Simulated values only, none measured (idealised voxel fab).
The process module presented herein is designated voxel tone inversion.
The cross-section on display is named cut; it measures 200 nm wide, and its cells are 5 nm squares.
When this document writes out a cross-section, it uses a grid of square cells and lists it as bands, beginning at the top and moving down, with a band standing for one or more rows of cells. For a band, the entry starts with two heights in nm, that of the top and then that of the bottom, and carries on with the band's materials in order from left to right, each alongside its width in nm; the word "full width" beside a single material means it fills the band edge to edge, and "air" means empty space. Heights from 0 (as-received wafer is one material below). Bottom band endless downward, as "0 nm and below". Graded width ("30->40"): value in top row of band = first number; value in bottom row = second number; row-to-row change constant. "identical to before" (step): cross-section cells unchanged, all of them. "Closed empty spaces" specifies each empty space that is not open to the top and that occupies no fewer than 8 cells, using the form width x height at distance, the distance measured from the left edge and all three quantities in nm. Formally, on a step line, whatever follows the settings is a remark that the simulator itself makes on the step. On any step carrying a mask, the "overlay nm" setting, if present on the step's line, tells how far right of its planned place the mask lay; negative values point to the left.

LIST OF PLANNED PROCESS STEPS
| 1 | RECEIVE with material Si |
| 2 | CONFORMAL_DEP with material SiN, thk nm 5 |
| 3 | DIRECTIONAL_DEP with material aC, thk nm 20 |
| 4 | PATTERN with tone cover, mask id POSTS, material resist, width nm 25, pitch nm 40, thk nm 30, overlay nm 0 |
| 5 | DIRECTIONAL_ETCH with etch materials aC, depth nm 20 |
| 6 | STRIP with etch materials resist |
| 7 | FILL_DEP with material lowk, thk nm 10 |
| 8 | CMP with height nm 25 |
| 9 | STRIP with etch materials aC |
| 10 | CONFORMAL_DEP with material TiN, thk nm 5 |
| 11 | FILL_DEP with material Cu, thk nm 10 |
| 12 | CMP with height nm 25 |
| 13 | CONFORMAL_DEP with material SiN, thk nm 5 |

THE FIRST OF THE TWO WAFERS, WHICH RAN AS PLANNED

WAFER AT RECEIPT (POST STEP 1), CROSS-SECTION
    0 nm and below  Si full width
    Closed empty spaces: none

THE FOLLOWING CROSS-SECTION DEPICTS THE WAFER UPON COMPLETION OF STEP 2
    5 nm to 0 nm  SiN full width
    Under 0: no change, same as before.

THE FOLLOWING CROSS-SECTION DEPICTS THE WAFER UPON COMPLETION OF STEP 3
    25 nm to 5 nm  aC full width
    Under 5: no change, same as before.

THE FOLLOWING CROSS-SECTION DEPICTS THE WAFER UPON COMPLETION OF STEP 4
    55 nm to 25 nm  45 air, then 25 resist, then 15 air, then 25 resist, then 15 air, then 25 resist, then 50 air
    Under 25: no change, same as before.

THE FOLLOWING CROSS-SECTION DEPICTS THE WAFER UPON COMPLETION OF STEP 5
    35 nm to 25 nm  45 air, then 25 resist, then 15 air, then 25 resist, then 15 air, then 25 resist, then 50 air
    25 nm to 5 nm  45 air, then 25 aC, then 15 air, then 25 aC, then 15 air, then 25 aC, then 50 air
    Under 5: no change, same as before.

THE FOLLOWING CROSS-SECTION DEPICTS THE WAFER UPON COMPLETION OF STEP 6
    25 nm to 5 nm  45 air, then 25 aC, then 15 air, then 25 aC, then 15 air, then 25 aC, then 50 air
    Under 5: no change, same as before.

THE FOLLOWING CROSS-SECTION DEPICTS THE WAFER UPON COMPLETION OF STEP 7
    35 nm to 25 nm  lowk full width
    25 nm to 5 nm  45 lowk, then 25 aC, then 15 lowk, then 25 aC, then 15 lowk, then 25 aC, then 50 lowk
    Under 5: no change, same as before.

THE FOLLOWING CROSS-SECTION DEPICTS THE WAFER UPON COMPLETION OF STEP 8
    25 nm to 5 nm  45 lowk, then 25 aC, then 15 lowk, then 25 aC, then 15 lowk, then 25 aC, then 50 lowk
    Under 5: no change, same as before.

THE FOLLOWING CROSS-SECTION DEPICTS THE WAFER UPON COMPLETION OF STEP 9
    25 nm to 5 nm  45 lowk, then 25 air, then 15 lowk, then 25 air, then 15 lowk, then 25 air, then 50 lowk
    Under 5: no change, same as before.

THE FOLLOWING CROSS-SECTION DEPICTS THE WAFER UPON COMPLETION OF STEP 10
    30 nm to 25 nm  50 TiN, then 15 air, then 25 TiN, then 15 air, then 25 TiN, then 15 air, then 55 TiN
    25 nm to 10 nm  45 lowk, then 5 TiN, then 15 air, then 5 TiN, then 15 lowk, then 5 TiN, then 15 air, then 5 TiN, then 15 lowk, then 5 TiN, then 15 air, then 5 TiN, then 50 lowk
    10 nm to 5 nm  45 lowk, then 25 TiN, then 15 lowk, then 25 TiN, then 15 lowk, then 25 TiN, then 50 lowk
    Under 5: no change, same as before.

THE FOLLOWING CROSS-SECTION DEPICTS THE WAFER UPON COMPLETION OF STEP 11
    40 nm to 30 nm  Cu full width
    30 nm to 25 nm  50 TiN, then 15 Cu, then 25 TiN, then 15 Cu, then 25 TiN, then 15 Cu, then 55 TiN
    25 nm to 10 nm  45 lowk, then 5 TiN, then 15 Cu, then 5 TiN, then 15 lowk, then 5 TiN, then 15 Cu, then 5 TiN, then 15 lowk, then 5 TiN, then 15 Cu, then 5 TiN, then 50 lowk
    Under 10: no change, same as before.

THE FOLLOWING CROSS-SECTION DEPICTS THE WAFER UPON COMPLETION OF STEP 12
    25 nm to 10 nm  45 lowk, then 5 TiN, then 15 Cu, then 5 TiN, then 15 lowk, then 5 TiN, then 15 Cu, then 5 TiN, then 15 lowk, then 5 TiN, then 15 Cu, then 5 TiN, then 50 lowk
    Under 10: no change, same as before.

THE FOLLOWING CROSS-SECTION DEPICTS THE WAFER UPON COMPLETION OF STEP 13
    30 nm to 25 nm  SiN full width
    Under 25: no change, same as before.

SECOND WAFER, SAME STARTING STATE AND PLAN AS THE FIRST, ONE MISTAKE IN THE RUN, IDENTICAL THROUGH STEP 1

THE SECOND WAFER IN CROSS-SECTION, AT THE PLANNED CLOSE OF STEP 2
    20 nm to 0 nm  aC full width
    Under 0: no change, same as before.

THE SECOND WAFER IN CROSS-SECTION, AT THE PLANNED CLOSE OF STEP 3
    25 nm to 20 nm  SiN full width
    Under 20: no change, same as before.

THE SECOND WAFER IN CROSS-SECTION, AT THE PLANNED CLOSE OF STEP 4
    55 nm to 25 nm  45 air, then 25 resist, then 15 air, then 25 resist, then 15 air, then 25 resist, then 50 air
    Under 25: no change, same as before.

THE SECOND WAFER IN CROSS-SECTION, AT THE PLANNED CLOSE OF STEP 5
    35 nm to 25 nm  45 air, then 25 resist, then 15 air, then 25 resist, then 15 air, then 25 resist, then 50 air
    Under 25: no change, same as before.

THE SECOND WAFER IN CROSS-SECTION, AT THE PLANNED CLOSE OF STEP 6
    25 nm to 20 nm  SiN full width
    Under 20: no change, same as before.

THE SECOND WAFER IN CROSS-SECTION, AT THE PLANNED CLOSE OF STEP 7
    35 nm to 25 nm  lowk full width
    Under 25: no change, same as before.

THE SECOND WAFER IN CROSS-SECTION, AT THE PLANNED CLOSE OF STEP 8
    25 nm to 20 nm  SiN full width
    Under 20: no change, same as before.

The second wafer in cross-section, at the planned close of step 9: identical to before

THE SECOND WAFER IN CROSS-SECTION, AT THE PLANNED CLOSE OF STEP 10
    30 nm to 25 nm  TiN full width
    Under 25: no change, same as before.

THE SECOND WAFER IN CROSS-SECTION, AT THE PLANNED CLOSE OF STEP 11
    40 nm to 30 nm  Cu full width
    Under 30: no change, same as before.

THE SECOND WAFER IN CROSS-SECTION, AT THE PLANNED CLOSE OF STEP 12
    25 nm to 20 nm  SiN full width
    Under 20: no change, same as before.

THE SECOND WAFER IN CROSS-SECTION, AT THE PLANNED CLOSE OF STEP 13
    30 nm to 20 nm  SiN full width
    Under 20: no change, same as before.
So what did we get wrong on this run? steps 2 and 3 swapped
Wafer comparison, final, in cells, second relative to first, materials more or fewer: Cu: 27 fewer; TiN: 33 fewer; aC: 160 more; lowk: 100 fewer
